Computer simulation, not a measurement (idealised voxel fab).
Process module in this document: voxel fin reveal
Each square cell in cross-section cut measures 5 nm, and the section as a whole is 210 nm wide.
Reading order for cross-sections: top band down to bottom band. Underlying form: a grid of square cells. Band size: one or more rows of cells. A band entry consists of two parts. The first gives the height of the band's top and the height of its bottom, in nm. The rest lists the band's materials from left to right, each with its width in nm. A single material labelled with the word "full width" fills the band from edge to edge, and the word "empty" marks empty space. We count height from 0. Below that, the starting wafer is all one material. The lowest band never ends at the bottom but goes on down; see "0 -> down" for how that is written. Think of "30..40" as a width that walks from the first number to the second as you go down the band, top row to bottom row, taking equal-sized steps from row to row. "nothing was modified" after a step means that no cell of the cross-section changed. Closed-off voids of 8+ cells (no open route to the top) go in "Voids, enclosed", written width x height at distance from the left edge, in nm. after a step's settings: what the simulator itself notes on the step. overlay nm: mask offset rightward from planned place, masked step; negative means leftward offset.

## Process steps foreseen in the plan
1,RECEIVE with material Si
2,CONFORMAL_DEP with material SiN, thk nm 10
3,PATTERN with tone cover, mask id FINS, material resist, width nm 15, pitch nm 40, thk nm 20, overlay nm -15
4,DIRECTIONAL_ETCH with etch materials SiN, depth nm 10
5,DIRECTIONAL_ETCH with etch materials Si, depth nm 40
6,STRIP with etch materials resist
7,OXIDIZE with depth nm 5
8,FILL_DEP with material SiO2, thk nm 5
9,CMP with height nm 10
10,SELECTIVE_ETCH with etch materials SiO2, depth nm 20
11,STRIP with etch materials SiN
12,CONFORMAL_DEP with material HfO2, thk nm 5
The plan shows the overlay nm of step 3 as the first wafer had it; this setting differs between the wafers, which start out alike.

## Received wafers, first of several: cross-section after step 1
    0 -> down: Si full width
    Voids, enclosed: none

## Here's the first of several wafers in cross-section, end of the module, after the last step, step 12
    5 -> 0: 40 empty; 15 HfO2; 25 empty; 15 HfO2; 25 empty; 15 HfO2; 75 empty
    0 -> -5: 40 empty; 5 HfO2; 5 Si; 5 HfO2; 25 empty; 5 HfO2; 5 Si; 5 HfO2; 25 empty; 5 HfO2; 5 Si; 5 HfO2; 75 empty
    -5 -> -10: 45 HfO2; 5 Si; 35 HfO2; 5 Si; 35 HfO2; 5 Si; 80 HfO2
    -10 -> -45: 45 SiO2; 5 Si; 35 SiO2; 5 Si; 35 SiO2; 5 Si; 80 SiO2
    -45 -> down: Si full width
    Voids, enclosed: none

## Last wafer, end of module, cross-section
    5 -> 0: 70 empty; 15 HfO2; 25 empty; 15 HfO2; 25 empty; 15 HfO2; 45 empty
    0 -> -5: 70 empty; 5 HfO2; 5 Si; 5 HfO2; 25 empty; 5 HfO2; 5 Si; 5 HfO2; 25 empty; 5 HfO2; 5 Si; 5 HfO2; 45 empty
    -5 -> -10: 75 HfO2; 5 Si; 35 HfO2; 5 Si; 35 HfO2; 5 Si; 50 HfO2
    -10 -> -45: 75 SiO2; 5 Si; 35 SiO2; 5 Si; 35 SiO2; 5 Si; 50 SiO2
    -45 -> down: Si full width
    Voids, enclosed: none

## Per-wafer rows below. For each material: cells gained (+) or lost (-) since the wafer was received, as of end of module. Then: closed voids
overlay nm -15; +54 HfO2; -351 Si; +273 SiO2; Voids, enclosed: none
overlay nm -10; +54 HfO2; -351 Si; +273 SiO2; Voids, enclosed: none
overlay nm -5; +54 HfO2; -351 Si; +273 SiO2; Voids, enclosed: none
overlay nm 0; +54 HfO2; -351 Si; +273 SiO2; Voids, enclosed: none
overlay nm 5; +54 HfO2; -351 Si; +273 SiO2; Voids, enclosed: none
overlay nm 10; +54 HfO2; -351 Si; +273 SiO2; Voids, enclosed: none
overlay nm 15; +54 HfO2; -351 Si; +273 SiO2; Voids, enclosed: none
